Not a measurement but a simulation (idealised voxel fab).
Process module under the name voxel fin reveal
The cross-section on display is named cut; it measures 215 nm wide, and its cells are 5 nm squares.
Just so we're on the same page, the cross-sections are grids of square cells, and they're listed out in bands top to bottom, each band one or more rows deep.
Look at the band entry: it leads with the top's height and the bottom's height in nm. Then it lists the materials left to right, with a width in nm for each. The word "full width" on a single material says that material fills the band edge to edge. The word "air" is empty space.
Note: height 0 marks the level under which the wafer is uniformly one material as received. Lowest band unbounded below, written "from 0 down".
Note: "30 to 40" means the width goes from the first number (top row of the band) to the second number (bottom row) in equal steps per row of cells.
A step reported as "nothing different" is a step in which no cell of the cross-section changed.
Reported under the label "Entrapped voids" are the empty spaces having no open way to the top and comprising 8 cells or more; the notation for each is width x height at distance, in which the distance is measured from the left edge and all three values are in nm.
Text after the settings on a step's line: the simulator's own remark on that step.
The "overlay nm" setting may appear on a step's line; for a step that uses a mask, it gives how far to the right of its planned position the mask lay, and a negative value indicates the left.
[Process steps foreseen in the plan]
1,RECEIVE: material Si
2,CONFORMAL_DEP: material SiN, thk nm 5
3,PATTERN: tone cover, mask id FINS, material resist, width nm 15, pitch nm 40, thk nm 15, overlay nm 0
4,DIRECTIONAL_ETCH: etch materials SiN, depth nm 5
5,DIRECTIONAL_ETCH: etch materials Si, depth nm 40
6,STRIP: etch materials resist
7,FILL_DEP: material SiO2, thk nm 15
8,CMP: height nm 5
9,SELECTIVE_ETCH: etch materials SiO2, depth nm 15
10,STRIP: etch materials SiN
[Of two wafers, the first: run according to plan]
[Incoming wafer in cross-section (state: after step 1)]
* from 0 down | Si full width
* Entrapped voids: none
[State of the wafer after step 2, shown in cross-section]
* from 5 to 0 | SiN full width
* Below a height of 0, the structure has not been altered.
[State of the wafer after step 3, shown in cross-section]
* from 20 to 5 | air: 60, resist: 15, air: 25, resist: 15, air: 25, resist: 15, air: 60
* Below a height of 5, the structure has not been altered.
[State of the wafer after step 4, shown in cross-section]
* from 20 to 5 | air: 60, resist: 15, air: 25, resist: 15, air: 25, resist: 15, air: 60
* from 5 to 0 | air: 60, SiN: 15, air: 25, SiN: 15, air: 25, SiN: 15, air: 60
* Below a height of 0, the structure has not been altered.
[State of the wafer after step 5, shown in cross-section]
* from 20 to 5 | air: 60, resist: 15, air: 25, resist: 15, air: 25, resist: 15, air: 60
* from 5 to 0 | air: 60, SiN: 15, air: 25, SiN: 15, air: 25, SiN: 15, air: 60
* from 0 to -40 | air: 60, Si: 15, air: 25, Si: 15, air: 25, Si: 15, air: 60
* Below a height of -40, the structure has not been altered.
[State of the wafer after step 6, shown in cross-section]
* from 5 to 0 | air: 60, SiN: 15, air: 25, SiN: 15, air: 25, SiN: 15, air: 60
* Below a height of 0, the structure has not been altered.
[State of the wafer after step 7, shown in cross-section]
* from 20 to 5 | SiO2 full width
* from 5 to 0 | SiO2: 60, SiN: 15, SiO2: 25, SiN: 15, SiO2: 25, SiN: 15, SiO2: 60
* from 0 to -40 | SiO2: 60, Si: 15, SiO2: 25, Si: 15, SiO2: 25, Si: 15, SiO2: 60
* Below a height of -40, the structure has not been altered.
[State of the wafer after step 8, shown in cross-section]
* from 5 to 0 | SiO2: 60, SiN: 15, SiO2: 25, SiN: 15, SiO2: 25, SiN: 15, SiO2: 60
* Below a height of 0, the structure has not been altered.
[State of the wafer after step 9, shown in cross-section]
* from 5 to 0 | air: 60, SiN: 15, air: 25, SiN: 15, air: 25, SiN: 15, air: 60
* from 0 to -10 | air: 60, Si: 15, air: 25, Si: 15, air: 25, Si: 15, air: 60
* Below a height of -10, the structure has not been altered.
[State of the wafer after step 10, shown in cross-section]
* from 0 to -10 | air: 60, Si: 15, air: 25, Si: 15, air: 25, Si: 15, air: 60
* Below a height of -10, the structure has not been altered.
[The second wafer: identical to the first at the outset and in its planned sequence, differing only in that one mistake was made during processing; up to and including step 8, its path is the first wafer's path]
[when step 9 should have ended]
* from 5 to 0 | SiO2: 60, air: 15, SiO2: 25, air: 15, SiO2: 25, air: 15, SiO2: 60
* Below a height of 0, the structure has not been altered.
[when step 10 should have ended]
* from 0 to -10 | air: 60, Si: 15, air: 25, Si: 15, air: 25, Si: 15, air: 60
* from -10 to -15 | SiO2: 45, air: 15, Si: 15, air: 25, Si: 15, air: 25, Si: 15, air: 15, SiO2: 45
* Below a height of -15, the structure has not been altered.
The mistake made against the process plan was this: order of steps 9 and 10 inverted relative to the plan
Cell-count delta at end, second wafer over first, by material: 16 fewer of SiO2
